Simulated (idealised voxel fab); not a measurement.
process module | voxel double patterning
Each square cell in cross-section cut measures 5 nm, and the section as a whole is 155 nm wide.
Reading order for cross-sections: top band down to bottom band. Underlying form: a grid of square cells. Band size: one or more rows of cells.
Quick guide to a band line: top height, bottom height (nm) up front; then every material left to right with its width in nm. Only one material and it's marked "full width"? Then it fills the band edge to edge. And "air" just means empty space.
Height datum 0, below which the as-received substrate wafer is one material. Lowest band open at the bottom, running downward: "z 0 and below".
The width entry "30 to 40" should be interpreted row by row: the top row of cells in the band takes the first number, the bottom row takes the second number, and the change between adjacent rows is uniform throughout.
Reading "changes: none" for a step: not a cell of the cross-section changed in it.
Closed-off voids of 8+ cells (no open route to the top) go in "Fully sealed voids", written width x height at distance from the left edge, in nm.
Formally, on a step line, whatever follows the settings is a remark that the simulator itself makes on the step.
Regarding "overlay nm": on a step with a mask, it is the distance the mask lay to the right of its planned place; a negative value places it to the left.

-- Process steps (planned)
step 1: RECEIVE [material Si]
step 2: CONFORMAL_DEP [material SiO2] [thk nm 10]
step 3: DIRECTIONAL_DEP [material TiN] [thk nm 15]
step 4: DIRECTIONAL_DEP [material SiCN] [thk nm 10]
step 5: DIRECTIONAL_DEP [material aC] [thk nm 15]
step 6: PATTERN [tone open] [mask id FIRST] [material resist] [width nm 15] [pitch nm 50] [thk nm 35] [overlay nm 0]
step 7: DIRECTIONAL_ETCH [etch materials aC] [depth nm 15]
step 8: STRIP [etch materials resist]
step 9: DIRECTIONAL_ETCH [etch materials SiCN] [depth nm 10]
step 10: STRIP [etch materials aC]
step 11: MASKED_ETCH [tone open] [mask id SECOND] [width nm 15] [pitch nm 50] [etch materials SiCN] [depth nm 10] [overlay nm 0]
step 12: DIRECTIONAL_ETCH [etch materials TiN] [depth nm 15]
step 13: STRIP [etch materials SiCN]

-- Cross-section of the incoming wafer, state after step 1
> z 0 and below = Si full width
> Fully sealed voids: none

-- The plan above was carried out on the starting structure above with one mistake, and this cross-section shows the wafer at the end of the module
> z 25 to 10 = 20 TiN; 15 air; 10 TiN; 20 air; 5 TiN; 15 air; 10 TiN; 20 air; 5 TiN; 15 air; 20 TiN
> z 10 to 0 = SiO2 full width
> z 0 and below = Si full width
> Fully sealed voids: none
Finding, execution versus plan: step 11 off recipe, ran as MASKED_ETCH [tone open] [mask id SECOND] [width nm 20] [pitch nm 50] [etch materials SiCN] [depth nm 10] [overlay nm 0]
